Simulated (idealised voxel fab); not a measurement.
Documented hereafter: the process module known as voxel wiring stack.
225 nm wide, 5 nm square cells: that's cross-section cut.
Bands, listed from the top down, are how a cross-section gets written in this document; the cross-section itself is a grid of square cells, and a band is one or more rows of them. It is stipulated that each band's entry specify, in nanometres, the height of the top of the band and then that of its bottom, followed by the materials of the band in left-to-right sequence, each together with its width in nanometres. A single material marked by the word "everywhere" is understood to fill the band from edge to edge; the word "air" is understood to denote empty space. Ref level 0: as-received wafer is one material below here. Bottom band extends down with no lower bound ("from 0 down"). Note: "30..40" means the width goes from the first number (top row of the band) to the second number (bottom row) in equal steps per row of cells. "nothing got changed" -> step changed no cross-section cell. Any empty space of 8 cells or more lacking an open way to the top shows up in "Fully closed voids" as width x height at distance, distance from the left edge, in nm. Anything after a step's settings on that line? It's the simulator's own note about the step. overlay nm, on a step with a mask: how far to the right of its planned place the mask lay; to the left if negative.
**The steps planned for the process are as follows**
step 1: RECEIVE with material Si
step 2: CONFORMAL_DEP with material SiO2, thk nm 15
step 3: CONFORMAL_DEP with material SiN, thk nm 5
step 4: DIRECTIONAL_DEP with material lowk, thk nm 20
step 5: MASKED_ETCH with tone open, mask id METAL_1, width nm 25, pitch nm 55, etch materials lowk, depth nm 20, overlay nm 0
step 6: MASKED_ETCH with tone open, mask id METAL_1, width nm 25, pitch nm 55, etch materials SiN, depth nm 5, overlay nm 0
step 7: CONFORMAL_DEP with material TiN, thk nm 5
step 8: FILL_DEP with material Cu, thk nm 5
step 9: CMP with height nm 40
step 10: EPI with material Ru, thk nm 5
step 11: FILL_DEP with material SiCN, thk nm 5
step 12: DIRECTIONAL_DEP with material SiO2, thk nm 20
step 13: MASKED_ETCH with tone open, mask id PLUG_1, width nm 15, etch materials SiO2, depth nm 20, overlay nm 0
step 14: MASKED_ETCH with tone open, mask id PLUG_1, width nm 15, etch materials SiCN, depth nm 5, overlay nm 0
step 15: CONFORMAL_DEP with material TiN, thk nm 5
step 16: FILL_DEP with material Cu, thk nm 5
step 17: CMP with height nm 70
step 18: DIRECTIONAL_DEP with material TiN, thk nm 5
step 19: DIRECTIONAL_DEP with material W, thk nm 25
step 20: DIRECTIONAL_DEP with material aC, thk nm 10
step 21: PATTERN with tone cover, mask id METAL_2, material resist, width nm 25, pitch nm 55, thk nm 30, overlay nm 0
step 22: DIRECTIONAL_ETCH with etch materials aC, depth nm 10
step 23: STRIP with etch materials resist
step 24: DIRECTIONAL_ETCH with etch materials W, depth nm 25
step 25: DIRECTIONAL_ETCH with etch materials TiN, depth nm 5
step 26: STRIP with etch materials aC
step 27: FILL_DEP with material lowk, thk nm 5
step 28: CMP with height nm 100
step 29: CONFORMAL_DEP with material SiCN, thk nm 5
step 30: DIRECTIONAL_DEP with material lowk, thk nm 30
step 31: PATTERN with tone open, mask id METAL_3, material resist, width nm 25, pitch nm 55, thk nm 20, overlay nm 0
step 32: DIRECTIONAL_ETCH with etch materials lowk, depth nm 15
step 33: STRIP with etch materials resist
step 34: MASKED_ETCH with tone open, mask id METAL_3_HOLES, width nm 15, etch materials lowk, depth nm 15, overlay nm 0
step 35: MASKED_ETCH with tone open, mask id METAL_3_HOLES, width nm 15, etch materials SiCN, depth nm 5, overlay nm 0
step 36: CONFORMAL_DEP with material TiN, thk nm 5
step 37: FILL_DEP with material Cu, thk nm 5
step 38: CMP with height nm 135
step 39: CONFORMAL_DEP with material SiCN, thk nm 5
step 40: DIRECTIONAL_DEP with material lowk, thk nm 15
step 41: MASKED_ETCH with tone open, mask id PLUG_3, width nm 15, pitch nm 55, etch materials lowk, depth nm 15, overlay nm 0
step 42: MASKED_ETCH with tone open, mask id PLUG_3, width nm 15, pitch nm 55, etch materials SiCN, depth nm 5, overlay nm 0
step 43: EPI with material Ru, thk nm 10
step 44: EPI with material Ru, thk nm 10
step 45: CONFORMAL_DEP with material SiN, thk nm 5
step 46: DIRECTIONAL_DEP with material SiO2, thk nm 15
step 47: MASKED_ETCH with tone open, mask id METAL_4, width nm 25, pitch nm 55, etch materials SiO2, depth nm 15, overlay nm 0
step 48: MASKED_ETCH with tone open, mask id METAL_4, width nm 25, pitch nm 55, etch materials SiN, depth nm 5, overlay nm 0
step 49: CONFORMAL_DEP with material TiN, thk nm 5
step 50: FILL_DEP with material Ru, thk nm 5
step 51: CMP with height nm 175
step 52: CONFORMAL_DEP with material SiN, thk nm 5
**Cross-section of the wafer as it came to us, i.e., already through step 1**
	from 0 down  Si everywhere
	Fully closed voids: none
**first wafer at the end, as planned**
	from 180 to 175  SiN everywhere
	from 175 to 160  70 nm SiO2, 5 nm TiN, 15 nm Ru, 5 nm TiN, 30 nm SiO2, 5 nm TiN, 15 nm Ru, 5 nm TiN, 75 nm SiO2
	from 160 to 155  70 nm SiN, 25 nm TiN, 30 nm SiN, 25 nm TiN, 75 nm SiN
	from 155 to 140  70 nm lowk, 15 nm Ru, 40 nm lowk, 15 nm Ru, 85 nm lowk
	from 140 to 135  70 nm SiCN, 15 nm Ru, 40 nm SiCN, 15 nm Ru, 85 nm SiCN
	from 135 to 125  70 nm lowk, 5 nm TiN, 15 nm Cu, 5 nm TiN, 30 nm lowk, 5 nm TiN, 15 nm Cu, 5 nm TiN, 75 nm lowk
	from 125 to 120  70 nm lowk, 5 nm TiN, 5 nm Cu, 15 nm TiN, 30 nm lowk, 25 nm TiN, 75 nm lowk
	from 120 to 105  70 nm lowk, 5 nm TiN, 5 nm Cu, 5 nm TiN, 140 nm lowk
	from 105 to 100  70 nm SiCN, 15 nm TiN, 140 nm SiCN
	from 100 to 75  70 nm lowk, 25 nm W, 30 nm lowk, 25 nm W, 75 nm lowk
	from 75 to 70  70 nm lowk, 25 nm TiN, 30 nm lowk, 25 nm TiN, 75 nm lowk
	from 70 to 50  70 nm SiO2, 5 nm TiN, 5 nm Cu, 5 nm TiN, 140 nm SiO2
	from 50 to 45  70 nm SiCN, 15 nm TiN, 140 nm SiCN
	from 45 to 40  65 nm SiCN, 35 nm Ru, 20 nm SiCN, 35 nm Ru, 70 nm SiCN
	from 40 to 20  70 nm lowk, 5 nm TiN, 15 nm Cu, 5 nm TiN, 30 nm lowk, 5 nm TiN, 15 nm Cu, 5 nm TiN, 75 nm lowk
	from 20 to 15  70 nm SiN, 25 nm TiN, 30 nm SiN, 25 nm TiN, 75 nm SiN
	from 15 to 0  SiO2 everywhere
	from 0 down  Si everywhere
	Fully closed voids: none
**The second wafer, shown in cross-section after the module: started the same way as the first and given the same plan, yet one mistake crept into how it was run**
	from 180 to 175  SiN everywhere
	from 175 to 160  70 nm SiO2, 5 nm TiN, 15 nm Ru, 5 nm TiN, 30 nm SiO2, 5 nm TiN, 15 nm Ru, 5 nm TiN, 75 nm SiO2
	from 160 to 155  70 nm SiN, 25 nm TiN, 30 nm SiN, 25 nm TiN, 75 nm SiN
	from 155 to 140  70 nm lowk, 15 nm Ru, 40 nm lowk, 15 nm Ru, 85 nm lowk
	from 140 to 135  70 nm SiCN, 15 nm Ru, 40 nm SiCN, 15 nm Ru, 85 nm SiCN
	from 135 to 125  70 nm lowk, 5 nm TiN, 15 nm Cu, 5 nm TiN, 30 nm lowk, 5 nm TiN, 15 nm Cu, 5 nm TiN, 75 nm lowk
	from 125 to 120  70 nm lowk, 5 nm TiN, 5 nm Cu, 15 nm TiN, 30 nm lowk, 25 nm TiN, 75 nm lowk
	from 120 to 105  70 nm lowk, 5 nm TiN, 5 nm Cu, 5 nm TiN, 140 nm lowk
	from 105 to 100  70 nm SiCN, 15 nm TiN, 140 nm SiCN
	from 100 to 75  70 nm W, 25 nm lowk, 30 nm W, 25 nm lowk, 75 nm W
	from 75 to 70  70 nm TiN, 25 nm lowk, 30 nm TiN, 25 nm lowk, 75 nm TiN
	from 70 to 50  70 nm SiO2, 5 nm TiN, 5 nm Cu, 5 nm TiN, 140 nm SiO2
	from 50 to 45  70 nm SiCN, 15 nm TiN, 140 nm SiCN
	from 45 to 40  65 nm SiCN, 35 nm Ru, 20 nm SiCN, 35 nm Ru, 70 nm SiCN
	from 40 to 20  70 nm lowk, 5 nm TiN, 15 nm Cu, 5 nm TiN, 30 nm lowk, 5 nm TiN, 15 nm Cu, 5 nm TiN, 75 nm lowk
	from 20 to 15  70 nm SiN, 25 nm TiN, 30 nm SiN, 25 nm TiN, 75 nm SiN
	from 15 to 0  SiO2 everywhere
	from 0 down  Si everywhere
	Fully closed voids: none
Processing error: not per plan at step 21, really ran PATTERN with tone open, mask id METAL_2, material resist, width nm 25, pitch nm 55, thk nm 30, overlay nm 0
Cell-count delta at end, second wafer over first, by material: TiN +25; W +125; lowk -150
